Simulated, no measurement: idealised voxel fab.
process module | voxel plated lines
cross-section cut | 185 nm wide | cells 5 nm
A cross-section is a grid of square cells, given in bands from the top down. A band is one or more rows of cells.
Each band's line starts with the height of the band's top and of its bottom, in nm. Then come its materials from left to right, each with its width in nm. One material with "throughout" fills the band from edge to edge. "air" is empty space.
Height 0 is the level under which the wafer as received is all one material. The lowest band goes on downwards, as in "0 down".
A width such as "30 to 40" changes by the same amount from each row of cells to the next, from the band's top row to its bottom row.
"no change" after a step means that no cell of the cross-section changed.
closed voids: empty space of 8 cells or more with no open way to the top, each as width x height at its distance from the left edge, in nm
after a step's settings: what the simulator itself notes on the step
overlay nm, on a step with a mask: how far to the right of its planned place the mask lay; to the left if negative
plan
1 op RECEIVE | material Si
2 op CONFORMAL_DEP | material SiO2 | thk nm 10
3 op DIRECTIONAL_DEP | material TiN | thk nm 5
4 op PATTERN | tone open | mask id LINES | material resist | width nm 15 | pitch nm 35 | thk nm 30 | overlay nm 0
5 op EPI | material Ru | thk nm 10
6 op EPI | material Ru | thk nm 10
7 op STRIP | etch materials resist
8 op DIRECTIONAL_ETCH | etch materials TiN | depth nm 5
9 op CONFORMAL_DEP | material SiO2 | thk nm 5
first wafer, as planned
as received, after step 1
  0 down: Si throughout
  closed voids: none
after step 2
  10 to 0: SiO2 throughout
  below 0: unchanged
after step 3
  15 to 10: TiN throughout
  below 10: unchanged
after step 4
  45 to 15: resist 30 | air 15 | resist 20 | air 15 | resist 20 | air 15 | resist 20 | air 15 | resist 35
  below 15: unchanged
after step 5
  45 to 25: resist 30 | air 15 | resist 20 | air 15 | resist 20 | air 15 | resist 20 | air 15 | resist 35
  25 to 15: resist 30 | Ru 15 | resist 20 | Ru 15 | resist 20 | Ru 15 | resist 20 | Ru 15 | resist 35
  below 15: unchanged
after step 6
  45 to 35: resist 30 | air 15 | resist 20 | air 15 | resist 20 | air 15 | resist 20 | air 15 | resist 35
  35 to 15: resist 30 | Ru 15 | resist 20 | Ru 15 | resist 20 | Ru 15 | resist 20 | Ru 15 | resist 35
  below 15: unchanged
after step 7
  35 to 15: air 30 | Ru 15 | air 20 | Ru 15 | air 20 | Ru 15 | air 20 | Ru 15 | air 35
  below 15: unchanged
after step 8
  35 to 15: air 30 | Ru 15 | air 20 | Ru 15 | air 20 | Ru 15 | air 20 | Ru 15 | air 35
  15 to 10: air 30 | TiN 15 | air 20 | TiN 15 | air 20 | TiN 15 | air 20 | TiN 15 | air 35
  below 10: unchanged
after step 9
  40 to 35: air 25 | SiO2 25 | air 10 | SiO2 25 | air 10 | SiO2 25 | air 10 | SiO2 25 | air 30
  35 to 15: air 25 | SiO2 5 | Ru 15 | SiO2 5 | air 10 | SiO2 5 | Ru 15 | SiO2 5 | air 10 | SiO2 5 | Ru 15 | SiO2 5 | air 10 | SiO2 5 | Ru 15 | SiO2 5 | air 30
  15 to 10: SiO2 30 | TiN 15 | SiO2 20 | TiN 15 | SiO2 20 | TiN 15 | SiO2 20 | TiN 15 | SiO2 35
  below 10: unchanged
second wafer: like start, like plan, one mistake. Through step 4 it matches the first wafer
when step 6 should have ended
  45 to 15: resist 30 | Ru 15 | resist 20 | Ru 15 | resist 20 | Ru 15 | resist 20 | Ru 15 | resist 35
  below 15: unchanged
when step 7 should have ended
  45 to 15: air 30 | Ru 15 | air 20 | Ru 15 | air 20 | Ru 15 | air 20 | Ru 15 | air 35
  below 15: unchanged
when step 8 should have ended
  45 to 15: air 30 | Ru 15 | air 20 | Ru 15 | air 20 | Ru 15 | air 20 | Ru 15 | air 35
  15 to 10: air 30 | TiN 15 | air 20 | TiN 15 | air 20 | TiN 15 | air 20 | TiN 15 | air 35
  below 10: unchanged
when step 9 should have ended
  50 to 45: air 25 | SiO2 25 | air 10 | SiO2 25 | air 10 | SiO2 25 | air 10 | SiO2 25 | air 30
  45 to 15: air 25 | SiO2 5 | Ru 15 | SiO2 5 | air 10 | SiO2 5 | Ru 15 | SiO2 5 | air 10 | SiO2 5 | Ru 15 | SiO2 5 | air 10 | SiO2 5 | Ru 15 | SiO2 5 | air 30
  15 to 10: SiO2 30 | TiN 15 | SiO2 20 | TiN 15 | SiO2 20 | TiN 15 | SiO2 20 | TiN 15 | SiO2 35
  below 10: unchanged
what went wrong: one of the steps 5 and 6, which are alike, was run twice
at the end the second wafer has, in cells: 24 more of Ru | 16 more of SiO2
